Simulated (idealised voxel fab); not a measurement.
process module | voxel self aligned vias
cross-section cut | 290 nm wide | cells 5 nm
A cross-section is a grid of square cells, given in bands from the top down. A band is one or more rows of cells.
Each band's line starts with the height of the band's top and of its bottom, in nm. Then come its materials from left to right, each with its width in nm. One material with "throughout" fills the band from edge to edge. "air" is empty space.
Height 0 is the level under which the wafer as received is all one material. The lowest band goes on downwards, as in "0 down".
A width such as "30 to 40" changes by the same amount from each row of cells to the next, from the band's top row to its bottom row.
"no change" after a step means that no cell of the cross-section changed.
closed voids: empty space of 8 cells or more with no open way to the top, each as width x height at its distance from the left edge, in nm
after a step's settings: what the simulator itself notes on the step
overlay nm, on a step with a mask: how far to the right of its planned place the mask lay; to the left if negative
plan
1 op RECEIVE | material Si
2 op CONFORMAL_DEP | material SiO2 | thk nm 15
3 op CONFORMAL_DEP | material SiCN | thk nm 5
4 op DIRECTIONAL_DEP | material SiO2 | thk nm 30
5 op PATTERN | tone open | mask id LINES | material resist | width nm 30 | pitch nm 60 | thk nm 20 | overlay nm 0
6 op DIRECTIONAL_ETCH | etch materials SiO2 | depth nm 30
7 op STRIP | etch materials resist
8 op CONFORMAL_DEP | material TiN | thk nm 5
9 op FILL_DEP | material Ru | thk nm 5
10 op CMP | height nm 50
11 op SELECTIVE_ETCH | etch materials W Ru TiN | depth nm 10
12 op FILL_DEP | material SiN | thk nm 10
13 op CMP | height nm 50
14 op DIRECTIONAL_DEP | material SiO2 | thk nm 20
15 op PATTERN | tone open | mask id VIAS | material resist | width nm 40 | pitch nm 60 | thk nm 20 | overlay nm 0
16 op DIRECTIONAL_ETCH | etch materials SiO2 | depth nm 20
17 op DIRECTIONAL_ETCH | etch materials SiN | depth nm 10
18 op STRIP | etch materials resist
19 op CONFORMAL_DEP | material TiN | thk nm 5
20 op FILL_DEP | material Ru | thk nm 5
21 op CMP | height nm 70
22 op CONFORMAL_DEP | material SiN | thk nm 5
as received, after step 1
  0 down: Si throughout
  closed voids: none
a wafer at the end: this start, this plan, one mistake
  75 to 70: SiN throughout
  70 to 55: SiO2 95 | TiN 5 | Ru 30 | TiN 5 | SiO2 20 | TiN 5 | Ru 30 | TiN 5 | SiO2 95
  55 to 50: SiO2 95 | TiN 40 | SiO2 20 | TiN 40 | SiO2 95
  50 to 40: SiO2 100 | Ru 30 | SiO2 30 | Ru 30 | SiO2 100
  40 to 25: SiO2 100 | TiN 5 | Ru 20 | TiN 5 | SiO2 30 | TiN 5 | Ru 20 | TiN 5 | SiO2 100
  25 to 20: SiO2 100 | TiN 30 | SiO2 30 | TiN 30 | SiO2 100
  20 to 15: SiCN throughout
  15 to 0: SiO2 throughout
  0 down: Si throughout
  closed voids: none
what went wrong: step 12 ran as: op FILL_DEP | material Ru | thk nm 10
